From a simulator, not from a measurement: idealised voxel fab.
Process module under the name voxel transistor to metal
This is section cut - it's 170 nm across, gridded in 5 nm square cells.
Each cross-section below is a grid of square cells, stated as bands in top-down order, with one or more rows of cells making up each band.
For a band, the entry starts with two heights in nm, that of the top and then that of the bottom, and carries on with the band's materials in order from left to right, each alongside its width in nm; the word "everywhere" beside a single material means it fills the band edge to edge, and "air" means empty space.
Below 0: as-received wafer, all one material; heights counted from there. Lowest band: no bottom, goes on down, written "0 -> down".
A width given as "30..40" starts at the first number in the band's top row and ends at the second number in its bottom row, shifting by an equal amount at every step from row to row.
Key: "everything unchanged" - step with no changed cell in the cross-section.
The entry "Trapped cavities" lists the empty spaces that cover at least 8 cells and have no open path to the top. Each is written as width x height at distance, where the distance is measured from the left edge and all three values are in nm.
Step line, after settings: the simulator's comment on this step.
overlay nm: mask right of planned place by this much (step with mask). Neg. = left.

**Planned step list for the process**
| 1 | RECEIVE: material Si |
| 2 | OXIDIZE: depth nm 5 |
| 3 | CONFORMAL_DEP: material SiN, thk nm 10 |
| 4 | MASKED_ETCH: tone cover, mask id ACTIVE, width nm 125, etch materials SiN, depth nm 10, overlay nm 0 |
| 5 | MASKED_ETCH: tone cover, mask id ACTIVE, width nm 125, etch materials SiO2, depth nm 5, overlay nm 0 |
| 6 | MASKED_ETCH: tone cover, mask id ACTIVE, width nm 125, etch materials Si, depth nm 25, overlay nm 0 |
| 7 | OXIDIZE: depth nm 5 |
| 8 | FILL_DEP: material SiO2, thk nm 15 |
| 9 | CMP: height nm 10 |
| 10 | SELECTIVE_ETCH: etch materials SiO2, depth nm 5 |
| 11 | STRIP: etch materials SiN |
| 12 | SELECTIVE_ETCH: etch materials SiO2, depth nm 5 |
| 13 | OXIDIZE: depth nm 5 |
| 14 | DIRECTIONAL_DEP: material polySi, thk nm 30 |
| 15 | DIRECTIONAL_DEP: material SiCN, thk nm 10 |
| 16 | MASKED_ETCH: tone cover, mask id GATE, width nm 25, etch materials SiCN, depth nm 20, overlay nm 0 |
| 17 | MASKED_ETCH: tone cover, mask id GATE, width nm 25, etch materials polySi, depth nm 40, overlay nm 0 |
| 18 | CONFORMAL_DEP: material SiO2, thk nm 5 |
| 19 | DIRECTIONAL_ETCH: etch materials SiO2, depth nm 5 |
| 20 | CONFORMAL_DEP: material SiN, thk nm 10 |
| 21 | DIRECTIONAL_ETCH: etch materials SiN, depth nm 10 |
| 22 | DIRECTIONAL_ETCH: etch materials SiO2, depth nm 5 |
| 23 | DIRECTIONAL_ETCH: etch materials Si, depth nm 10 |
| 24 | EPI: material pSi, thk nm 15 |
| 25 | FILL_DEP: material SiO2, thk nm 5 |
| 26 | CMP: height nm 35 |
| 27 | DIRECTIONAL_DEP: material SiO2, thk nm 10 |
| 28 | PATTERN: tone open, mask id CONTACT, material resist, width nm 35, pitch nm 70, thk nm 20, overlay nm 0 |
| 29 | DIRECTIONAL_ETCH: etch materials SiO2, depth nm 40 |
| 30 | STRIP: etch materials resist |
| 31 | CONFORMAL_DEP: material TiN, thk nm 5 |
| 32 | FILL_DEP: material W, thk nm 10 |
| 33 | CMP: height nm 45 |
| 34 | CONFORMAL_DEP: material SiN, thk nm 5 |
| 35 | DIRECTIONAL_DEP: material lowk, thk nm 25 |
| 36 | DIRECTIONAL_DEP: material aC, thk nm 15 |
| 37 | PATTERN: tone open, mask id METAL_1, material resist, width nm 20, pitch nm 85, thk nm 30, overlay nm 0 |
| 38 | DIRECTIONAL_ETCH: etch materials aC, depth nm 15 |
| 39 | STRIP: etch materials resist |
| 40 | DIRECTIONAL_ETCH: etch materials lowk, depth nm 25 |
| 41 | DIRECTIONAL_ETCH: etch materials SiN, depth nm 5 |
| 42 | STRIP: etch materials aC |
| 43 | CONFORMAL_DEP: material TiN, thk nm 5 |
| 44 | FILL_DEP: material Ru, thk nm 5 |
| 45 | CMP: height nm 75 |
| 46 | CONFORMAL_DEP: material SiCN, thk nm 5 |
| 47 | DIRECTIONAL_DEP: material lowk, thk nm 25 |
| 48 | MASKED_ETCH: tone open, mask id METAL_2, width nm 20, pitch nm 85, etch materials lowk, depth nm 15, overlay nm 0 |
| 49 | MASKED_ETCH: tone open, mask id METAL_2_HOLES, width nm 15, pitch nm 85, etch materials lowk, depth nm 10, overlay nm 0 |
| 50 | MASKED_ETCH: tone open, mask id METAL_2_HOLES, width nm 15, pitch nm 85, etch materials SiCN, depth nm 5, overlay nm 0 |
| 51 | CONFORMAL_DEP: material TiN, thk nm 5 |
| 52 | FILL_DEP: material Cu, thk nm 10 |
| 53 | CMP: height nm 105 |
| 54 | CONFORMAL_DEP: material SiCN, thk nm 5 |

**Cross-section: wafer on arrival = after step 1**
	0 -> down = Si everywhere
	Trapped cavities: none

**Cross-section, first of two wafers, end of module, run as planned**
	110 -> 105 = SiCN everywhere
	105 -> 95 = lowk: 30, TiN: 5, Cu: 10, TiN: 5, lowk: 65, TiN: 5, Cu: 10, TiN: 5, lowk: 35
	95 -> 90 = lowk: 30, TiN: 5, Cu: 5, TiN: 10, lowk: 65, TiN: 5, Cu: 5, TiN: 10, lowk: 35
	90 -> 80 = lowk: 30, TiN: 5, Cu: 5, TiN: 5, lowk: 70, TiN: 5, Cu: 5, TiN: 5, lowk: 40
	80 -> 75 = SiCN: 30, TiN: 15, SiCN: 70, TiN: 15, SiCN: 40
	75 -> 50 = lowk: 30, TiN: 5, Ru: 10, TiN: 5, lowk: 65, TiN: 5, Ru: 10, TiN: 5, lowk: 35
	50 -> 45 = SiN: 30, TiN: 20, SiN: 65, TiN: 20, SiN: 35
	45 -> 35 = SiO2: 30, TiN: 5, W: 25..15, TiN: 5..15, SiO2: 35, TiN: 5..15, W: 25..15, TiN: 5, SiO2: 35
	35 -> 25 = SiO2: 30, TiN: 5, W: 15, TiN: 5, SiN: 10, SiO2: 5, SiCN: 25, SiO2: 5, SiN: 10, TiN: 5, W: 15, TiN: 5, SiO2: 35
	25 -> 10 = SiO2: 30, TiN: 5, W: 15, TiN: 5, SiN: 10, SiO2: 5, polySi: 25, SiO2: 5, SiN: 10, TiN: 5, W: 15, TiN: 5, SiO2: 35
	10 -> 5 = SiO2: 30, TiN: 25, SiN: 10, SiO2: 5, polySi: 25, SiO2: 5, SiN: 10, TiN: 25, SiO2: 35
	5 -> 0 = SiO2: 25, pSi: 30, SiN: 10, SiO2: 5, polySi: 25, SiO2: 5, SiN: 10, pSi: 30, SiO2: 30
	0 -> -5 = SiO2: 20, SiN: 10, pSi: 25, SiN: 10, SiO2: 5, polySi: 25, SiO2: 5, SiN: 10, pSi: 25, SiN: 10, SiO2: 25
	-5 -> -10 = SiO2: 30, pSi: 25, SiO2: 55, pSi: 25, SiO2: 35
	-10 -> -20 = SiO2: 25, Si: 5, pSi: 25, Si: 55, pSi: 25, Si: 5, SiO2: 30
	-20 -> -35 = SiO2: 25, Si: 115, SiO2: 30
	-35 -> down = Si everywhere
	Trapped cavities: none

**This cross-section belongs to the second wafer of two at the end of the module; the start and the plan were shared with the first, and the run included one mistake**
	110 -> 105 = SiCN everywhere
	105 -> 95 = lowk: 30, TiN: 5, Cu: 10, TiN: 5, lowk: 65, TiN: 5, Cu: 10, TiN: 5, lowk: 35
	95 -> 90 = lowk: 30, TiN: 5, Cu: 5, TiN: 10, lowk: 65, TiN: 5, Cu: 5, TiN: 10, lowk: 35
	90 -> 80 = lowk: 30, TiN: 5, Cu: 5, TiN: 5, lowk: 70, TiN: 5, Cu: 5, TiN: 5, lowk: 40
	80 -> 75 = SiCN: 30, TiN: 15, SiCN: 70, TiN: 15, SiCN: 40
	75 -> 50 = lowk: 30, TiN: 5, Ru: 10, TiN: 5, lowk: 65, TiN: 5, Ru: 10, TiN: 5, lowk: 35
	50 -> 45 = SiN: 30, TiN: 20, SiN: 65, TiN: 20, SiN: 35
	45 -> 35 = SiO2: 40, TiN: 5, W: 25..5, TiN: 5..25, SiO2: 35, TiN: 5, W: 25, TiN: 5, SiO2: 25
	35 -> 25 = SiO2: 40, TiN: 5, W: 5, TiN: 5, SiN: 10, TiN: 5, SiCN: 25, SiO2: 5, SiN: 10, TiN: 5, W: 25, TiN: 5, SiO2: 25
	25 -> 10 = SiO2: 40, TiN: 5, W: 5, TiN: 5, SiN: 10, TiN: 5, polySi: 25, SiO2: 5, SiN: 10, TiN: 5, W: 25, TiN: 5, SiO2: 25
	10 -> 5 = SiO2: 40, TiN: 15, SiN: 10, TiN: 5, polySi: 25, SiO2: 5, SiN: 10, TiN: 35, SiO2: 25
	5 -> 0 = SiO2: 25, pSi: 30, SiN: 10, SiO2: 5, polySi: 25, SiO2: 5, SiN: 10, pSi: 30, SiO2: 30
	0 -> -5 = SiO2: 20, SiN: 10, pSi: 25, SiN: 10, SiO2: 5, polySi: 25, SiO2: 5, SiN: 10, pSi: 25, SiN: 10, SiO2: 25
	-5 -> -10 = SiO2: 30, pSi: 25, SiO2: 55, pSi: 25, SiO2: 35
	-10 -> -20 = SiO2: 25, Si: 5, pSi: 25, Si: 55, pSi: 25, Si: 5, SiO2: 30
	-20 -> -35 = SiO2: 25, Si: 115, SiO2: 30
	-35 -> down = Si everywhere
	Trapped cavities: none
Where did the run depart from the plan? so step 28 ended up running with a different setting than we planned, it ran as PATTERN: tone open, mask id CONTACT, material resist, width nm 35, pitch nm 70, thk nm 20, overlay nm 10
Wafer comparison, final, in cells, second relative to first, materials more or fewer: 6 fewer of SiO2, 6 more of TiN
